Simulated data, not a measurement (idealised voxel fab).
Process module name: voxel transistor to metal
Pictured: cross-section cut, 210 nm wide, on a grid of 5 nm square cells.
This document writes a cross-section as a grid whose cells are square, and gives it as bands, listed from the top down; one or more rows of cells form a band. Read a band's entry like this: the first values are the height of its top and the height of its bottom in nm, and what follows is the sequence of materials from left to right, each with its width in nm. Note that "empty" is empty space, and that a single material marked "throughout" reaches across the band from edge to edge. Ref level 0: as-received wafer is one material below here. Bottom band extends down with no lower bound ("0 down"). Read "30 to 40" as a graded width: first number on top, second number at the bottom, same change between each pair of neighbouring rows. A step reported as "changes: none" is a step in which no cell of the cross-section changed. Any empty space of 8 cells or more lacking an open way to the top shows up in "Closed void table" as width x height at distance, distance from the left edge, in nm. Whatever follows a step's settings on its line is a remark the simulator itself makes about that step. Among the settings permitted on a step's line is "overlay nm"; applied to a step with a mask, it specifies the extent to which the mask lay to the right of its planned position, whereas a negative figure signifies a position to the left.

Steps planned for the process
step 1: RECEIVE (material Si)
step 2: OXIDIZE (depth nm 5)
step 3: CONFORMAL_DEP (material SiN; thk nm 10)
step 4: DIRECTIONAL_DEP (material aC; thk nm 10)
step 5: PATTERN (tone cover; mask id ACTIVE; material resist; width nm 120; thk nm 25; overlay nm 0)
step 6: DIRECTIONAL_ETCH (etch materials aC; depth nm 10)
step 7: STRIP (etch materials resist)
step 8: DIRECTIONAL_ETCH (etch materials SiN; depth nm 10)
step 9: DIRECTIONAL_ETCH (etch materials SiO2; depth nm 5)
step 10: DIRECTIONAL_ETCH (etch materials Si; depth nm 30)
step 11: STRIP (etch materials aC)
step 12: OXIDIZE (depth nm 5)
step 13: FILL_DEP (material SiO2; thk nm 5)
step 14: CMP (height nm 10)
step 15: SELECTIVE_ETCH (etch materials SiO2; depth nm 5)
step 16: STRIP (etch materials SiN)
step 17: SELECTIVE_ETCH (etch materials SiO2; depth nm 5)
step 18: OXIDIZE (depth nm 5)
step 19: DIRECTIONAL_DEP (material polySi; thk nm 20)
step 20: DIRECTIONAL_DEP (material SiCN; thk nm 10)
step 21: DIRECTIONAL_DEP (material aC; thk nm 10)
step 22: PATTERN (tone cover; mask id GATE; material resist; width nm 30; thk nm 30; overlay nm 0)
step 23: DIRECTIONAL_ETCH (etch materials aC; depth nm 10)
step 24: STRIP (etch materials resist)
step 25: DIRECTIONAL_ETCH (etch materials SiCN; depth nm 20)
step 26: DIRECTIONAL_ETCH (etch materials polySi; depth nm 30)
step 27: STRIP (etch materials aC)
step 28: CONFORMAL_DEP (material SiO2; thk nm 5)
step 29: DIRECTIONAL_ETCH (etch materials SiO2; depth nm 5)
step 30: CONFORMAL_DEP (material SiN; thk nm 10)
step 31: DIRECTIONAL_ETCH (etch materials SiN; depth nm 10)
step 32: DIRECTIONAL_ETCH (etch materials SiO2; depth nm 5)
step 33: DIRECTIONAL_ETCH (etch materials Si; depth nm 5)
step 34: EPI (material pSi; thk nm 10)
step 35: FILL_DEP (material SiO2; thk nm 10)
step 36: CMP (height nm 15)
step 37: STRIP (etch materials polySi)
step 38: SELECTIVE_ETCH (etch materials SiO2; depth nm 5)
step 39: CONFORMAL_DEP (material HfO2; thk nm 5)
step 40: CONFORMAL_DEP (material TiN; thk nm 5)
step 41: FILL_DEP (material W; thk nm 10)
step 42: CMP (height nm 10)
step 43: DIRECTIONAL_DEP (material SiO2; thk nm 15)
step 44: DIRECTIONAL_DEP (material aC; thk nm 15)
step 45: PATTERN (tone open; mask id CONTACT; material resist; width nm 15; pitch nm 85; thk nm 35; overlay nm 0)
step 46: DIRECTIONAL_ETCH (etch materials aC; depth nm 15)
step 47: STRIP (etch materials resist)
step 48: DIRECTIONAL_ETCH (etch materials SiO2; depth nm 25)
step 49: STRIP (etch materials aC)
step 50: CONFORMAL_DEP (material TiN; thk nm 5)
step 51: FILL_DEP (material W; thk nm 10)
step 52: CMP (height nm 25)
step 53: CONFORMAL_DEP (material SiN; thk nm 5)
step 54: DIRECTIONAL_DEP (material SiO2; thk nm 20)
step 55: MASKED_ETCH (tone open; mask id METAL_1; width nm 15; pitch nm 85; etch materials SiO2; depth nm 20; overlay nm 0)
step 56: MASKED_ETCH (tone open; mask id METAL_1; width nm 15; pitch nm 85; etch materials SiN; depth nm 5; overlay nm 0)
step 57: CONFORMAL_DEP (material TiN; thk nm 5)
step 58: FILL_DEP (material Cu; thk nm 10)
step 59: CMP (height nm 50)
step 60: CONFORMAL_DEP (material SiCN; thk nm 5)
step 61: DIRECTIONAL_DEP (material SiO2; thk nm 25)
step 62: DIRECTIONAL_DEP (material aC; thk nm 10)
step 63: PATTERN (tone open; mask id METAL_2; material resist; width nm 15; pitch nm 85; thk nm 30; overlay nm 0)
step 64: DIRECTIONAL_ETCH (etch materials aC; depth nm 10)
step 65: STRIP (etch materials resist)
step 66: DIRECTIONAL_ETCH (etch materials SiO2; depth nm 15)
step 67: STRIP (etch materials aC)
step 68: PATTERN (tone open; mask id METAL_2_HOLES; material resist; width nm 15; pitch nm 85; thk nm 15; overlay nm 0)
step 69: DIRECTIONAL_ETCH (etch materials SiO2; depth nm 10)
step 70: DIRECTIONAL_ETCH (etch materials SiCN; depth nm 5)
step 71: STRIP (etch materials resist)
step 72: CONFORMAL_DEP (material TiN; thk nm 5)
step 73: FILL_DEP (material Cu; thk nm 5)
step 74: CMP (height nm 80)
step 75: CONFORMAL_DEP (material SiN; thk nm 5)

Wafer cross-section on receipt, i.e. after step 1
> 0 down | Si throughout
> Closed void table: none

The first of the two wafers as seen in cross-section once the module was finished; processing followed the plan
> 85 to 80 | SiN throughout
> 80 to 55 | SiO2 55 nm / TiN 5 nm / Cu 5 nm / TiN 5 nm / SiO2 70 nm / TiN 5 nm / Cu 5 nm / TiN 5 nm / SiO2 55 nm
> 55 to 50 | SiCN 55 nm / TiN 15 nm / SiCN 70 nm / TiN 15 nm / SiCN 55 nm
> 50 to 30 | SiO2 55 nm / TiN 5 nm / Cu 5 nm / TiN 5 nm / SiO2 70 nm / TiN 5 nm / Cu 5 nm / TiN 5 nm / SiO2 55 nm
> 30 to 25 | SiN 55 nm / TiN 15 nm / SiN 70 nm / TiN 15 nm / SiN 55 nm
> 25 to 10 | SiO2 55 nm / TiN 5 nm / W 5 nm / TiN 5 nm / SiO2 70 nm / TiN 5 nm / W 5 nm / TiN 5 nm / SiO2 55 nm
> 10 to 5 | SiO2 55 nm / TiN 5 nm / W 5 nm / TiN 5 nm / SiO2 5 nm / SiN 10 nm / HfO2 5 nm / TiN 5 nm / W 20 nm / TiN 5 nm / HfO2 5 nm / SiN 10 nm / SiO2 5 nm / TiN 5 nm / W 5 nm / TiN 5 nm / SiO2 55 nm
> 5 to 0 | SiO2 55 nm / TiN 15 nm / SiO2 5 nm / SiN 10 nm / HfO2 5 nm / TiN 5 nm / W 20 nm / TiN 5 nm / HfO2 5 nm / SiN 10 nm / SiO2 5 nm / TiN 15 nm / SiO2 55 nm
> 0 to -5 | SiO2 45 nm / SiN 10 nm / pSi 20 nm / SiN 10 nm / HfO2 5 nm / TiN 30 nm / HfO2 5 nm / SiN 10 nm / pSi 20 nm / SiN 10 nm / SiO2 45 nm
> -5 to -10 | SiO2 55 nm / pSi 20 nm / SiO2 10 nm / HfO2 40 nm / SiO2 10 nm / pSi 20 nm / SiO2 55 nm
> -10 to -15 | SiO2 50 nm / Si 5 nm / pSi 20 nm / Si 60 nm / pSi 20 nm / Si 5 nm / SiO2 50 nm
> -15 to -40 | SiO2 50 nm / Si 110 nm / SiO2 50 nm
> -40 down | Si throughout
> Closed void table: none

Cross-section of the latter of the two wafers at module completion. It had an identical start and an identical plan to the former; in running it, one mistake was made
> 85 to 80 | SiN throughout
> 80 to 75 | Cu throughout
> 75 to 70 | TiN 60 nm / Cu 5 nm / TiN 80 nm / Cu 5 nm / TiN 60 nm
> 70 to 65 | SiO2 55 nm / TiN 15 nm / SiO2 70 nm / TiN 15 nm / SiO2 55 nm
> 65 to 55 | SiO2 throughout
> 55 to 50 | SiCN throughout
> 50 to 30 | SiO2 55 nm / TiN 5 nm / Cu 5 nm / TiN 5 nm / SiO2 70 nm / TiN 5 nm / Cu 5 nm / TiN 5 nm / SiO2 55 nm
> 30 to 25 | SiN 55 nm / TiN 15 nm / SiN 70 nm / TiN 15 nm / SiN 55 nm
> 25 to 10 | SiO2 55 nm / TiN 5 nm / W 5 nm / TiN 5 nm / SiO2 70 nm / TiN 5 nm / W 5 nm / TiN 5 nm / SiO2 55 nm
> 10 to 5 | SiO2 55 nm / TiN 5 nm / W 5 nm / TiN 5 nm / SiO2 5 nm / SiN 10 nm / HfO2 5 nm / TiN 5 nm / W 20 nm / TiN 5 nm / HfO2 5 nm / SiN 10 nm / SiO2 5 nm / TiN 5 nm / W 5 nm / TiN 5 nm / SiO2 55 nm
> 5 to 0 | SiO2 55 nm / TiN 15 nm / SiO2 5 nm / SiN 10 nm / HfO2 5 nm / TiN 5 nm / W 20 nm / TiN 5 nm / HfO2 5 nm / SiN 10 nm / SiO2 5 nm / TiN 15 nm / SiO2 55 nm
> 0 to -5 | SiO2 45 nm / SiN 10 nm / pSi 20 nm / SiN 10 nm / HfO2 5 nm / TiN 30 nm / HfO2 5 nm / SiN 10 nm / pSi 20 nm / SiN 10 nm / SiO2 45 nm
> -5 to -10 | SiO2 55 nm / pSi 20 nm / SiO2 10 nm / HfO2 40 nm / SiO2 10 nm / pSi 20 nm / SiO2 55 nm
> -10 to -15 | SiO2 50 nm / Si 5 nm / pSi 20 nm / Si 60 nm / pSi 20 nm / Si 5 nm / SiO2 50 nm
> -15 to -40 | SiO2 50 nm / Si 110 nm / SiO2 50 nm
> -40 down | Si throughout
> Closed void table: none
Here's what went sideways: step 68 ran with different settings than intended, the actual operation and settings being PATTERN (tone cover; mask id METAL_2_HOLES; material resist; width nm 15; pitch nm 85; thk nm 15; overlay nm 0)
Per the end-of-run cell counts, the second wafer holds more or fewer of some materials than the first: +34 Cu; +6 SiCN; -60 SiO2; +20 TiN
